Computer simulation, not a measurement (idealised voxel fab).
process module | voxel transistor to metal
cross-section cut | 175 nm wide | cells 5 nm
A cross-section is a grid of square cells, given in bands from the top down. A band is one or more rows of cells.
Each band's line starts with the height of the band's top and of its bottom, in nm. Then come its materials from left to right, each with its width in nm. One material with "throughout" fills the band from edge to edge. "air" is empty space.
Height 0 is the level under which the wafer as received is all one material. The lowest band goes on downwards, as in "0 down".
A width such as "30 to 40" changes by the same amount from each row of cells to the next, from the band's top row to its bottom row.
"no change" after a step means that no cell of the cross-section changed.
closed voids: empty space of 8 cells or more with no open way to the top, each as width x height at its distance from the left edge, in nm
after a step's settings: what the simulator itself notes on the step
overlay nm, on a step with a mask: how far to the right of its planned place the mask lay; to the left if negative
plan
1 op RECEIVE | material Si
2 op OXIDIZE | depth nm 5
3 op CONFORMAL_DEP | material SiN | thk nm 10
4 op DIRECTIONAL_DEP | material aC | thk nm 15
5 op PATTERN | tone cover | mask id ACTIVE | material resist | width nm 115 | thk nm 35 | overlay nm 0
6 op DIRECTIONAL_ETCH | etch materials aC | depth nm 15
7 op STRIP | etch materials resist
8 op DIRECTIONAL_ETCH | etch materials SiN | depth nm 10
9 op DIRECTIONAL_ETCH | etch materials SiO2 | depth nm 5
10 op DIRECTIONAL_ETCH | etch materials Si | depth nm 20
11 op STRIP | etch materials aC
12 op OXIDIZE | depth nm 5
13 op FILL_DEP | material SiO2 | thk nm 5
14 op CMP | height nm 10
15 op SELECTIVE_ETCH | etch materials SiO2 | depth nm 10
16 op STRIP | etch materials SiN
17 op SELECTIVE_ETCH | etch materials SiO2 | depth nm 5
18 op OXIDIZE | depth nm 5
19 op DIRECTIONAL_DEP | material polySi | thk nm 30
20 op DIRECTIONAL_DEP | material SiCN | thk nm 10
21 op PATTERN | tone cover | mask id GATE | material resist | width nm 25 | thk nm 15 | overlay nm 0
22 op DIRECTIONAL_ETCH | etch materials SiCN | depth nm 20
23 op DIRECTIONAL_ETCH | etch materials polySi | depth nm 40
24 op STRIP | etch materials resist
25 op CONFORMAL_DEP | material SiO2 | thk nm 5
26 op DIRECTIONAL_ETCH | etch materials SiO2 | depth nm 5
27 op CONFORMAL_DEP | material SiN | thk nm 10
28 op DIRECTIONAL_ETCH | etch materials SiN | depth nm 10
29 op DIRECTIONAL_ETCH | etch materials SiO2 | depth nm 5
30 op DIRECTIONAL_ETCH | etch materials Si | depth nm 5
31 op EPI | material pSi | thk nm 5
32 op FILL_DEP | material SiO2 | thk nm 5
33 op CMP | height nm 25
34 op STRIP | etch materials polySi
35 op SELECTIVE_ETCH | etch materials SiO2 | depth nm 5
36 op CONFORMAL_DEP | material HfO2 | thk nm 5
37 op CONFORMAL_DEP | material TiN | thk nm 5
38 op FILL_DEP | material W | thk nm 5
39 op CMP | height nm 20
40 op DIRECTIONAL_DEP | material SiO2 | thk nm 10
41 op MASKED_ETCH | tone open | mask id CONTACT | width nm 20 | pitch nm 75 | etch materials SiO2 | depth nm 40 | overlay nm 0
42 op CONFORMAL_DEP | material TiN | thk nm 5
43 op FILL_DEP | material W | thk nm 5
44 op CMP | height nm 30
45 op CONFORMAL_DEP | material SiCN | thk nm 5
46 op DIRECTIONAL_DEP | material lowk | thk nm 25
47 op PATTERN | tone open | mask id METAL_1 | material resist | width nm 20 | pitch nm 75 | thk nm 20 | overlay nm 0
48 op DIRECTIONAL_ETCH | etch materials lowk | depth nm 25
49 op DIRECTIONAL_ETCH | etch materials SiCN | depth nm 5
50 op STRIP | etch materials resist
51 op CONFORMAL_DEP | material TiN | thk nm 5
52 op FILL_DEP | material W | thk nm 5
53 op CMP | height nm 60
54 op EPI | material Ru | thk nm 5
55 op FILL_DEP | material SiCN | thk nm 5
56 op DIRECTIONAL_DEP | material lowk | thk nm 25
57 op PATTERN | tone open | mask id METAL_2 | material resist | width nm 20 | pitch nm 75 | thk nm 15 | overlay nm 0
58 op DIRECTIONAL_ETCH | etch materials lowk | depth nm 15
59 op STRIP | etch materials resist
60 op PATTERN | tone open | mask id METAL_2_HOLES | material resist | width nm 15 | pitch nm 75 | thk nm 15 | overlay nm 0
61 op DIRECTIONAL_ETCH | etch materials lowk | depth nm 10
62 op DIRECTIONAL_ETCH | etch materials SiCN | depth nm 5
63 op STRIP | etch materials resist
64 op CONFORMAL_DEP | material TiN | thk nm 5
65 op FILL_DEP | material Cu | thk nm 5
66 op CMP | height nm 95
67 op CONFORMAL_DEP | material SiN | thk nm 5
as received, after step 1
  0 down: Si throughout
  closed voids: none
a wafer at the end: this start, this plan, one mistake
  100 to 95: SiN throughout
  95 to 85: lowk 40 | TiN 5 | Cu 10 | TiN 5 | lowk 55 | TiN 5 | Cu 10 | TiN 5 | lowk 40
  85 to 80: lowk 40 | TiN 5 | Cu 5 | TiN 10 | lowk 55 | TiN 5 | Cu 5 | TiN 10 | lowk 40
  80 to 70: lowk 40 | TiN 5 | Cu 5 | TiN 5 | lowk 60 | TiN 5 | Cu 5 | TiN 5 | lowk 45
  70 to 65: SiCN 40 | TiN 15 | SiCN 60 | TiN 15 | SiCN 45
  65 to 60: SiCN 45 | Ru 30 | SiCN 45 | Ru 30 | SiCN 25
  60 to 35: lowk 50 | TiN 5 | W 10 | TiN 5 | lowk 55 | TiN 5 | W 10 | TiN 5 | lowk 30
  35 to 30: SiCN 50 | TiN 20 | SiCN 55 | TiN 20 | SiCN 30
  30 to 20: SiO2 40 | TiN 5 | W 10 | TiN 5 | SiO2 55 | TiN 5 | W 10 | TiN 5 | SiO2 40
  20 to 0: SiO2 40 | TiN 5 | W 10 | TiN 5 | SiN 10 | HfO2 5 | TiN 5 | W 15 | TiN 5 | HfO2 5 | SiN 10 | TiN 5 | W 10 | TiN 5 | SiO2 40
  0 to -5: SiO2 40 | TiN 5 | W 5 | TiN 10 | SiN 10 | HfO2 5 | TiN 25 | HfO2 5 | SiN 10 | TiN 10 | W 5 | TiN 5 | SiO2 40
  -5 to -10: SiO2 40 | TiN 15 | pSi 5 | SiO2 10 | HfO2 35 | SiO2 10 | pSi 5 | TiN 15 | SiO2 40
  -10 to -15: SiO2 35 | pSi 25 | Si 55 | pSi 25 | SiO2 35
  -15 to -30: SiO2 35 | Si 105 | SiO2 35
  -30 down: Si throughout
  closed voids: none
what went wrong: step 47 ran as: op PATTERN | tone open | mask id METAL_1 | material resist | width nm 20 | pitch nm 75 | thk nm 20 | overlay nm 10
